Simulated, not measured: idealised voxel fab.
Process module heading - voxel self aligned vias
Section cut is 245 nm wide and gridded with 5 nm square cells.
The cross-sections in this document take the form of a grid made of square cells. They are written out as bands, in order from top to bottom. Each band consists of one or more rows of cells. Within each band entry, the heights of the top and of the bottom of the band appear first, in that order and in nm; the materials of the band then follow from left to right, each with its corresponding width in nm. The designation "edge to edge" on a single material indicates that it fills the band from edge to edge; the designation "blank" indicates empty space. Height is counted from the level 0, under which the received wafer is composed throughout of one material. The lowest of the bands is not closed at the bottom but continues downward, in the notation "0 and below". A width given as "30..40" starts at the first number in the band's top row and ends at the second number in its bottom row, shifting by an equal amount at every step from row to row. "everything unchanged" after a step means that no cell of the cross-section changed. "Fully sealed voids": empty spaces of 8 cells or more with no open way to the top, each given as width x height at distance, distance from the left edge, all in nm. Post-settings text on a step line: simulator's own remark regarding the step. overlay nm: for a step with a mask, the amount by which the mask lay right of where it was planned; a negative amount means left of it.

**These are the steps we planned for the process**
1,RECEIVE, material Si
2,CONFORMAL_DEP, material SiO2, thk nm 10
3,CONFORMAL_DEP, material SiCN, thk nm 5
4,DIRECTIONAL_DEP, material lowk, thk nm 25
5,MASKED_ETCH, tone open, mask id LINES, width nm 25, pitch nm 75, etch materials lowk, depth nm 25, overlay nm 0
6,CONFORMAL_DEP, material TiN, thk nm 5
7,FILL_DEP, material Ru, thk nm 10
8,CMP, height nm 40
9,SELECTIVE_ETCH, etch materials W Ru TiN, depth nm 5
10,FILL_DEP, material SiN, thk nm 5
11,CMP, height nm 40
12,DIRECTIONAL_DEP, material lowk, thk nm 15
13,DIRECTIONAL_DEP, material aC, thk nm 10
14,PATTERN, tone open, mask id VIAS, material resist, width nm 45, thk nm 25, overlay nm 0
15,DIRECTIONAL_ETCH, etch materials aC, depth nm 10
16,STRIP, etch materials resist
17,DIRECTIONAL_ETCH, etch materials lowk, depth nm 15
18,DIRECTIONAL_ETCH, etch materials SiN, depth nm 5
19,STRIP, etch materials aC
20,CONFORMAL_DEP, material TiN, thk nm 5
21,FILL_DEP, material Ru, thk nm 10
22,CMP, height nm 55
23,CONFORMAL_DEP, material SiCN, thk nm 5

**Run as planned: first of two wafers**

**Step 1 complete: cross-section of the wafer as received**
	0 and below = Si edge to edge
	Fully sealed voids: none

**after step 2**
	10 down to 0 = SiO2 edge to edge
	Under the height 0 nothing was changed.

**after step 3**
	15 down to 10 = SiCN edge to edge
	Under the height 10 nothing was changed.

**after step 4**
	40 down to 15 = lowk edge to edge
	Under the height 15 nothing was changed.

**after step 5**
	40 down to 15 = 70 nm lowk, 25 nm blank, 50 nm lowk, 25 nm blank, 75 nm lowk
	Under the height 15 nothing was changed.

**after step 6**
	45 down to 40 = 75 nm TiN, 15 nm blank, 60 nm TiN, 15 nm blank, 80 nm TiN
	40 down to 20 = 70 nm lowk, 5 nm TiN, 15 nm blank, 5 nm TiN, 50 nm lowk, 5 nm TiN, 15 nm blank, 5 nm TiN, 75 nm lowk
	20 down to 15 = 70 nm lowk, 25 nm TiN, 50 nm lowk, 25 nm TiN, 75 nm lowk
	Under the height 15 nothing was changed.

**after step 7**
	55 down to 45 = Ru edge to edge
	45 down to 40 = 75 nm TiN, 15 nm Ru, 60 nm TiN, 15 nm Ru, 80 nm TiN
	40 down to 20 = 70 nm lowk, 5 nm TiN, 15 nm Ru, 5 nm TiN, 50 nm lowk, 5 nm TiN, 15 nm Ru, 5 nm TiN, 75 nm lowk
	Under the height 20 nothing was changed.

**after step 8**
	40 down to 20 = 70 nm lowk, 5 nm TiN, 15 nm Ru, 5 nm TiN, 50 nm lowk, 5 nm TiN, 15 nm Ru, 5 nm TiN, 75 nm lowk
	Under the height 20 nothing was changed.

**after step 9**
	40 down to 35 = 70 nm lowk, 25 nm blank, 50 nm lowk, 25 nm blank, 75 nm lowk
	Under the height 35 nothing was changed.

**after step 10**
	45 down to 40 = SiN edge to edge
	40 down to 35 = 70 nm lowk, 25 nm SiN, 50 nm lowk, 25 nm SiN, 75 nm lowk
	Under the height 35 nothing was changed.

**after step 11**
	40 down to 35 = 70 nm lowk, 25 nm SiN, 50 nm lowk, 25 nm SiN, 75 nm lowk
	Under the height 35 nothing was changed.

**after step 12**
	55 down to 40 = lowk edge to edge
	Under the height 40 nothing was changed.

**after step 13**
	65 down to 55 = aC edge to edge
	Under the height 55 nothing was changed.

**after step 14**
	90 down to 65 = 60 nm resist, 45 nm blank, 140 nm resist
	Under the height 65 nothing was changed.

**after step 15**
	80 down to 65 = 60 nm resist, 45 nm blank, 140 nm resist
	65 down to 55 = 60 nm aC, 45 nm blank, 140 nm aC
	Under the height 55 nothing was changed.

**after step 16**
	65 down to 55 = 60 nm aC, 45 nm blank, 140 nm aC
	Under the height 55 nothing was changed.

**after step 17**
	65 down to 55 = 60 nm aC, 45 nm blank, 140 nm aC
	55 down to 40 = 60 nm lowk, 45 nm blank, 140 nm lowk
	Under the height 40 nothing was changed.

**after step 18**
	65 down to 55 = 60 nm aC, 45 nm blank, 140 nm aC
	55 down to 40 = 60 nm lowk, 45 nm blank, 140 nm lowk
	40 down to 35 = 70 nm lowk, 25 nm blank, 50 nm lowk, 25 nm SiN, 75 nm lowk
	Under the height 35 nothing was changed.

**after step 19**
	55 down to 40 = 60 nm lowk, 45 nm blank, 140 nm lowk
	Under the height 40 nothing was changed.

**after step 20**
	60 down to 55 = 65 nm TiN, 35 nm blank, 145 nm TiN
	55 down to 45 = 60 nm lowk, 5 nm TiN, 35 nm blank, 5 nm TiN, 140 nm lowk
	45 down to 40 = 60 nm lowk, 15 nm TiN, 15 nm blank, 15 nm TiN, 140 nm lowk
	40 down to 35 = 70 nm lowk, 25 nm TiN, 50 nm lowk, 25 nm SiN, 75 nm lowk
	Under the height 35 nothing was changed.

**after step 21**
	70 down to 60 = Ru edge to edge
	60 down to 55 = 65 nm TiN, 35 nm Ru, 145 nm TiN
	55 down to 45 = 60 nm lowk, 5 nm TiN, 35 nm Ru, 5 nm TiN, 140 nm lowk
	45 down to 40 = 60 nm lowk, 15 nm TiN, 15 nm Ru, 15 nm TiN, 140 nm lowk
	Under the height 40 nothing was changed.

**after step 22**
	55 down to 45 = 60 nm lowk, 5 nm TiN, 35 nm Ru, 5 nm TiN, 140 nm lowk
	Under the height 45 nothing was changed.

**after step 23**
	60 down to 55 = SiCN edge to edge
	Under the height 55 nothing was changed.

**Second wafer - shared start and plan with the first - one error in running - same as the first up to step 4 inclusive**

**Cross-sectional view of the second wafer at the intended end time of process step 5**
	40 down to 15 = 70 nm lowk, 30 nm blank, 45 nm lowk, 30 nm blank, 70 nm lowk
	Under the height 15 nothing was changed.

**Cross-sectional view of the second wafer at the intended end time of process step 6**
	45 down to 40 = 75 nm TiN, 20 nm blank, 55 nm TiN, 20 nm blank, 75 nm TiN
	40 down to 20 = 70 nm lowk, 5 nm TiN, 20 nm blank, 5 nm TiN, 45 nm lowk, 5 nm TiN, 20 nm blank, 5 nm TiN, 70 nm lowk
	20 down to 15 = 70 nm lowk, 30 nm TiN, 45 nm lowk, 30 nm TiN, 70 nm lowk
	Under the height 15 nothing was changed.

**Cross-sectional view of the second wafer at the intended end time of process step 7**
	55 down to 45 = Ru edge to edge
	45 down to 40 = 75 nm TiN, 20 nm Ru, 55 nm TiN, 20 nm Ru, 75 nm TiN
	40 down to 20 = 70 nm lowk, 5 nm TiN, 20 nm Ru, 5 nm TiN, 45 nm lowk, 5 nm TiN, 20 nm Ru, 5 nm TiN, 70 nm lowk
	Under the height 20 nothing was changed.

**Cross-sectional view of the second wafer at the intended end time of process step 8**
	40 down to 20 = 70 nm lowk, 5 nm TiN, 20 nm Ru, 5 nm TiN, 45 nm lowk, 5 nm TiN, 20 nm Ru, 5 nm TiN, 70 nm lowk
	Under the height 20 nothing was changed.

**Cross-sectional view of the second wafer at the intended end time of process step 9**
	40 down to 35 = 70 nm lowk, 30 nm blank, 45 nm lowk, 30 nm blank, 70 nm lowk
	Under the height 35 nothing was changed.

**Cross-sectional view of the second wafer at the intended end time of process step 10**
	45 down to 40 = SiN edge to edge
	40 down to 35 = 70 nm lowk, 30 nm SiN, 45 nm lowk, 30 nm SiN, 70 nm lowk
	Under the height 35 nothing was changed.

**Cross-sectional view of the second wafer at the intended end time of process step 11**
	40 down to 35 = 70 nm lowk, 30 nm SiN, 45 nm lowk, 30 nm SiN, 70 nm lowk
	Under the height 35 nothing was changed.

**Cross-sectional view of the second wafer at the intended end time of process step 12**
	55 down to 40 = lowk edge to edge
	Under the height 40 nothing was changed.

**Cross-sectional view of the second wafer at the intended end time of process step 13**
	65 down to 55 = aC edge to edge
	Under the height 55 nothing was changed.

**Cross-sectional view of the second wafer at the intended end time of process step 14**
	90 down to 65 = 60 nm resist, 45 nm blank, 140 nm resist
	Under the height 65 nothing was changed.

**Cross-sectional view of the second wafer at the intended end time of process step 15**
	80 down to 65 = 60 nm resist, 45 nm blank, 140 nm resist
	65 down to 55 = 60 nm aC, 45 nm blank, 140 nm aC
	Under the height 55 nothing was changed.

**Cross-sectional view of the second wafer at the intended end time of process step 16**
	65 down to 55 = 60 nm aC, 45 nm blank, 140 nm aC
	Under the height 55 nothing was changed.

**Cross-sectional view of the second wafer at the intended end time of process step 17**
	65 down to 55 = 60 nm aC, 45 nm blank, 140 nm aC
	55 down to 40 = 60 nm lowk, 45 nm blank, 140 nm lowk
	Under the height 40 nothing was changed.

**Cross-sectional view of the second wafer at the intended end time of process step 18**
	65 down to 55 = 60 nm aC, 45 nm blank, 140 nm aC
	55 down to 40 = 60 nm lowk, 45 nm blank, 140 nm lowk
	40 down to 35 = 70 nm lowk, 30 nm blank, 45 nm lowk, 30 nm SiN, 70 nm lowk
	Under the height 35 nothing was changed.

**Cross-sectional view of the second wafer at the intended end time of process step 19**
	55 down to 40 = 60 nm lowk, 45 nm blank, 140 nm lowk
	Under the height 40 nothing was changed.

**Cross-sectional view of the second wafer at the intended end time of process step 20**
	60 down to 55 = 65 nm TiN, 35 nm blank, 145 nm TiN
	55 down to 45 = 60 nm lowk, 5 nm TiN, 35 nm blank, 5 nm TiN, 140 nm lowk
	45 down to 40 = 60 nm lowk, 15 nm TiN, 20 nm blank, 10 nm TiN, 140 nm lowk
	40 down to 35 = 70 nm lowk, 30 nm TiN, 45 nm lowk, 30 nm SiN, 70 nm lowk
	Under the height 35 nothing was changed.

**Cross-sectional view of the second wafer at the intended end time of process step 21**
	70 down to 60 = Ru edge to edge
	60 down to 55 = 65 nm TiN, 35 nm Ru, 145 nm TiN
	55 down to 45 = 60 nm lowk, 5 nm TiN, 35 nm Ru, 5 nm TiN, 140 nm lowk
	45 down to 40 = 60 nm lowk, 15 nm TiN, 20 nm Ru, 10 nm TiN, 140 nm lowk
	Under the height 40 nothing was changed.

**Cross-sectional view of the second wafer at the intended end time of process step 22**
	55 down to 45 = 60 nm lowk, 5 nm TiN, 35 nm Ru, 5 nm TiN, 140 nm lowk
	Under the height 45 nothing was changed.

**Cross-sectional view of the second wafer at the intended end time of process step 23**
	60 down to 55 = SiCN edge to edge
	Under the height 55 nothing was changed.
Heads up, the wafer didn't run the way we planned it: for step 5, the planned setting was not used; the step was instead run as MASKED_ETCH, tone open, mask id LINES, width nm 30, pitch nm 75, etch materials lowk, depth nm 25, overlay nm 0
In the final state, the cell counts of the second wafer exceed or fall short of those of the first for the following materials: 7 more of Ru | 1 more of SiN | 2 more of TiN | 10 fewer of lowk
